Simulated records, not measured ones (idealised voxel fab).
Process module heading - voxel spacer lines
Square cell edge 5 nm, section width 225 nm, ID cut.
For the purposes of this document, a cross-section shall be understood as a grid of square cells, specified as bands listed in top-to-bottom order, each band consisting of one or more rows of cells. Basically the band line says how high the top is and how high the bottom is, in nm, and then what's in it from left to right, every material with its width in nm. Empty space shows up as "blank", and if a single material carries "edge to edge" it runs the full band edge to edge. The level at which height equals 0 is the one under which the wafer, as it arrives, is entirely one material. No lower edge exists for the bottom band, which continues downward and is notated as in "0 down". You'd read "30->40" like this: the band's top row of cells is as wide as the first number, its bottom row is as wide as the second, and going down, every row changes width by the same amount as the row before did. The designation "stayed the same", where it is given for a processing step, indicates that no cell of the cross-section was altered in the course of that step. Any empty space of 8 cells or more lacking an open way to the top shows up in "Closed void roster" as width x height at distance, distance from the left edge, in nm. Read whatever lies past the settings on a step's line as the simulator's own remark about the step. What "overlay nm" on a step's line means: if the step has a mask, that mask lay this far to the right of its planned place, or, when the value is negative, to the left.
# The steps planned for the process are as follows
1,RECEIVE,material Si
2,CONFORMAL_DEP,material SiO2,thk nm 10
3,DIRECTIONAL_DEP,material TiN,thk nm 10
4,DIRECTIONAL_DEP,material polySi,thk nm 20
5,PATTERN,tone cover,mask id MANDREL,material resist,width nm 20,pitch nm 70,thk nm 30,overlay nm -15
6,DIRECTIONAL_ETCH,etch materials polySi,depth nm 20
7,STRIP,etch materials resist
8,CONFORMAL_DEP,material SiN,thk nm 15
9,DIRECTIONAL_ETCH,etch materials SiN,depth nm 15
10,STRIP,etch materials polySi
11,DIRECTIONAL_ETCH,etch materials TiN,depth nm 10
12,STRIP,etch materials SiN
Every wafer here starts from the same state; it is the step 5 overlay nm that distinguishes them, and the value the plan gives belongs to the first wafer.
# Cut through the first of several wafers as received, post step 1
- 0 down = Si edge to edge
- Closed void roster: none
# Wafer cross-section (first of several) - module end, post step 12 (last step)
- 20 to 10 = 15 of TiN, 20 of blank, 15 of TiN, 20 of blank, 15 of TiN, 20 of blank, 15 of TiN, 20 of blank, 15 of TiN, 20 of blank, 15 of TiN, 35 of blank
- 10 to 0 = SiO2 edge to edge
- 0 down = Si edge to edge
- Closed void roster: none
# Here we cross-sectioned the last of the wafers once the module was done
- 20 to 10 = 30 of blank, 15 of TiN, 20 of blank, 15 of TiN, 20 of blank, 15 of TiN, 20 of blank, 15 of TiN, 20 of blank, 15 of TiN, 20 of blank, 15 of TiN, 5 of blank
- 10 to 0 = SiO2 edge to edge
- 0 down = Si edge to edge
- Closed void roster: none
# The rows of the table below are wafers. Looking at the end of the module, a row counts, for every material, the cells the wafer has gained, shown as (+), or lost, shown as (-), since it was received; its closed voids come next
overlay nm -15; +90 SiO2; +36 TiN; Closed void roster: none
overlay nm -10; +90 SiO2; +36 TiN; Closed void roster: none
overlay nm -5; +90 SiO2; +36 TiN; Closed void roster: none
overlay nm 0; +90 SiO2; +36 TiN; Closed void roster: none
overlay nm 5; +90 SiO2; +36 TiN; Closed void roster: none
overlay nm 10; +90 SiO2; +36 TiN; Closed void roster: none
overlay nm 15; +90 SiO2; +36 TiN; Closed void roster: none
